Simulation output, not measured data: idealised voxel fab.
The document below concerns the process module designated voxel trench capacitor.
We display cut, a cross-section 300 nm in width whose square cells are each 5 nm.
Throughout this document, each cross-section is represented as a grid of square cells and is presented as a sequence of bands enumerated from the top downward, where a band comprises one or more rows of cells.
This entry defines a band. It first specifies the height of the band's top and the height of its bottom in nm, and then specifies the band's materials from left to right, stating each material with its width in nm. The word "edge to edge" identifies a single material that fills the band from edge to edge, while the word "air" identifies empty space.
Heads up on the height convention: 0 is the point under which the incoming wafer is all one material, and the lowest band has no bottom, it just keeps going down, like "0..down".
Width "30..40": first value at the band's top row of cells, second value at its bottom row, equal change from row to row.
Any step labelled "stayed the same" changed none of the cells in the cross-section.
For the entry "Unvented cavities", the listed items are empty spaces with no open way to the top whose size is 8 cells or more; each item follows the pattern width x height at distance, where distance is from the left edge and all three are in nm.
If you see something after the settings on a step's line, that's the simulator's own remark about that step.
The optional step-line setting "overlay nm" applies to steps with a mask and quantifies how far to the right of its planned location the mask lay, a negative value indicating leftward placement.
[Intended process steps]
1: RECEIVE [material Si]
2: CONFORMAL_DEP [material SiN] [thk nm 10]
3: PATTERN [tone open] [mask id TRENCH] [material resist] [width nm 15] [pitch nm 40] [thk nm 20] [overlay nm 0]
4: DIRECTIONAL_ETCH [etch materials SiN] [depth nm 10]
5: DIRECTIONAL_ETCH [etch materials Si] [depth nm 25]
6: STRIP [etch materials resist]
7: CONFORMAL_DEP [material Al2O3] [thk nm 5]
8: FILL_DEP [material polySi] [thk nm 5]
9: CMP [height nm 10]
[First of two wafers, with the run carried out as planned]
[Cross-section of the incoming wafer, state after step 1]
    0..down: Si edge to edge
    Unvented cavities: none
[Presented here is a cross-section of the wafer after step 2 has been performed]
    10..0: SiN edge to edge
    Whatever lies below 0 is exactly as it was before.
[Presented here is a cross-section of the wafer after step 3 has been performed]
    30..10: 80 resist | 15 air | 25 resist | 15 air | 25 resist | 15 air | 25 resist | 15 air | 85 resist
    Whatever lies below 10 is exactly as it was before.
[Presented here is a cross-section of the wafer after step 4 has been performed]
    30..10: 80 resist | 15 air | 25 resist | 15 air | 25 resist | 15 air | 25 resist | 15 air | 85 resist
    10..0: 80 SiN | 15 air | 25 SiN | 15 air | 25 SiN | 15 air | 25 SiN | 15 air | 85 SiN
    Whatever lies below 0 is exactly as it was before.
[Presented here is a cross-section of the wafer after step 5 has been performed]
    30..10: 80 resist | 15 air | 25 resist | 15 air | 25 resist | 15 air | 25 resist | 15 air | 85 resist
    10..0: 80 SiN | 15 air | 25 SiN | 15 air | 25 SiN | 15 air | 25 SiN | 15 air | 85 SiN
    0..-25: 80 Si | 15 air | 25 Si | 15 air | 25 Si | 15 air | 25 Si | 15 air | 85 Si
    Whatever lies below -25 is exactly as it was before.
[Presented here is a cross-section of the wafer after step 6 has been performed]
    10..0: 80 SiN | 15 air | 25 SiN | 15 air | 25 SiN | 15 air | 25 SiN | 15 air | 85 SiN
    Whatever lies below 0 is exactly as it was before.
[Presented here is a cross-section of the wafer after step 7 has been performed]
    15..10: 85 Al2O3 | 5 air | 35 Al2O3 | 5 air | 35 Al2O3 | 5 air | 35 Al2O3 | 5 air | 90 Al2O3
    10..0: 80 SiN | 5 Al2O3 | 5 air | 5 Al2O3 | 25 SiN | 5 Al2O3 | 5 air | 5 Al2O3 | 25 SiN | 5 Al2O3 | 5 air | 5 Al2O3 | 25 SiN | 5 Al2O3 | 5 air | 5 Al2O3 | 85 SiN
    0..-20: 80 Si | 5 Al2O3 | 5 air | 5 Al2O3 | 25 Si | 5 Al2O3 | 5 air | 5 Al2O3 | 25 Si | 5 Al2O3 | 5 air | 5 Al2O3 | 25 Si | 5 Al2O3 | 5 air | 5 Al2O3 | 85 Si
    -20..-25: 80 Si | 15 Al2O3 | 25 Si | 15 Al2O3 | 25 Si | 15 Al2O3 | 25 Si | 15 Al2O3 | 85 Si
    Whatever lies below -25 is exactly as it was before.
[Presented here is a cross-section of the wafer after step 8 has been performed]
    20..15: polySi edge to edge
    15..10: 85 Al2O3 | 5 polySi | 35 Al2O3 | 5 polySi | 35 Al2O3 | 5 polySi | 35 Al2O3 | 5 polySi | 90 Al2O3
    10..0: 80 SiN | 5 Al2O3 | 5 polySi | 5 Al2O3 | 25 SiN | 5 Al2O3 | 5 polySi | 5 Al2O3 | 25 SiN | 5 Al2O3 | 5 polySi | 5 Al2O3 | 25 SiN | 5 Al2O3 | 5 polySi | 5 Al2O3 | 85 SiN
    0..-20: 80 Si | 5 Al2O3 | 5 polySi | 5 Al2O3 | 25 Si | 5 Al2O3 | 5 polySi | 5 Al2O3 | 25 Si | 5 Al2O3 | 5 polySi | 5 Al2O3 | 25 Si | 5 Al2O3 | 5 polySi | 5 Al2O3 | 85 Si
    Whatever lies below -20 is exactly as it was before.
[Presented here is a cross-section of the wafer after step 9 has been performed]
    10..0: 80 SiN | 5 Al2O3 | 5 polySi | 5 Al2O3 | 25 SiN | 5 Al2O3 | 5 polySi | 5 Al2O3 | 25 SiN | 5 Al2O3 | 5 polySi | 5 Al2O3 | 25 SiN | 5 Al2O3 | 5 polySi | 5 Al2O3 | 85 SiN
    Whatever lies below 0 is exactly as it was before.
[What follows concerns the second wafer, which started out like the first and was meant to follow the very same plan; one mistake crept in when it was run, but everything up to and including step 4 is the same as for the first wafer]
[The second wafer in cross-section, at the planned close of step 5]
    10..0: 80 SiN | 15 air | 25 SiN | 15 air | 25 SiN | 15 air | 25 SiN | 15 air | 85 SiN
    Whatever lies below 0 is exactly as it was before.
[The second wafer in cross-section, at the planned close of step 6]
    10..0: 80 SiN | 15 air | 25 SiN | 15 air | 25 SiN | 15 air | 25 SiN | 15 air | 85 SiN
    0..-25: 80 Si | 15 air | 25 Si | 15 air | 25 Si | 15 air | 25 Si | 15 air | 85 Si
    Whatever lies below -25 is exactly as it was before.
[The second wafer in cross-section, at the planned close of step 7]
    15..10: 85 Al2O3 | 5 air | 35 Al2O3 | 5 air | 35 Al2O3 | 5 air | 35 Al2O3 | 5 air | 90 Al2O3
    10..0: 80 SiN | 5 Al2O3 | 5 air | 5 Al2O3 | 25 SiN | 5 Al2O3 | 5 air | 5 Al2O3 | 25 SiN | 5 Al2O3 | 5 air | 5 Al2O3 | 25 SiN | 5 Al2O3 | 5 air | 5 Al2O3 | 85 SiN
    0..-20: 80 Si | 5 Al2O3 | 5 air | 5 Al2O3 | 25 Si | 5 Al2O3 | 5 air | 5 Al2O3 | 25 Si | 5 Al2O3 | 5 air | 5 Al2O3 | 25 Si | 5 Al2O3 | 5 air | 5 Al2O3 | 85 Si
    -20..-25: 80 Si | 15 Al2O3 | 25 Si | 15 Al2O3 | 25 Si | 15 Al2O3 | 25 Si | 15 Al2O3 | 85 Si
    Whatever lies below -25 is exactly as it was before.
[The second wafer in cross-section, at the planned close of step 8]
    20..15: polySi edge to edge
    15..10: 85 Al2O3 | 5 polySi | 35 Al2O3 | 5 polySi | 35 Al2O3 | 5 polySi | 35 Al2O3 | 5 polySi | 90 Al2O3
    10..0: 80 SiN | 5 Al2O3 | 5 polySi | 5 Al2O3 | 25 SiN | 5 Al2O3 | 5 polySi | 5 Al2O3 | 25 SiN | 5 Al2O3 | 5 polySi | 5 Al2O3 | 25 SiN | 5 Al2O3 | 5 polySi | 5 Al2O3 | 85 SiN
    0..-20: 80 Si | 5 Al2O3 | 5 polySi | 5 Al2O3 | 25 Si | 5 Al2O3 | 5 polySi | 5 Al2O3 | 25 Si | 5 Al2O3 | 5 polySi | 5 Al2O3 | 25 Si | 5 Al2O3 | 5 polySi | 5 Al2O3 | 85 Si
    Whatever lies below -20 is exactly as it was before.
[The second wafer in cross-section, at the planned close of step 9]
    10..0: 80 SiN | 5 Al2O3 | 5 polySi | 5 Al2O3 | 25 SiN | 5 Al2O3 | 5 polySi | 5 Al2O3 | 25 SiN | 5 Al2O3 | 5 polySi | 5 Al2O3 | 25 SiN | 5 Al2O3 | 5 polySi | 5 Al2O3 | 85 SiN
    Whatever lies below 0 is exactly as it was before.
What went wrong in running the wafer? contrary to the plan, steps 5 and 6 were processed in exchanged order
Result: same final cross-section on the two wafers, so no effect from the mistake in this model.
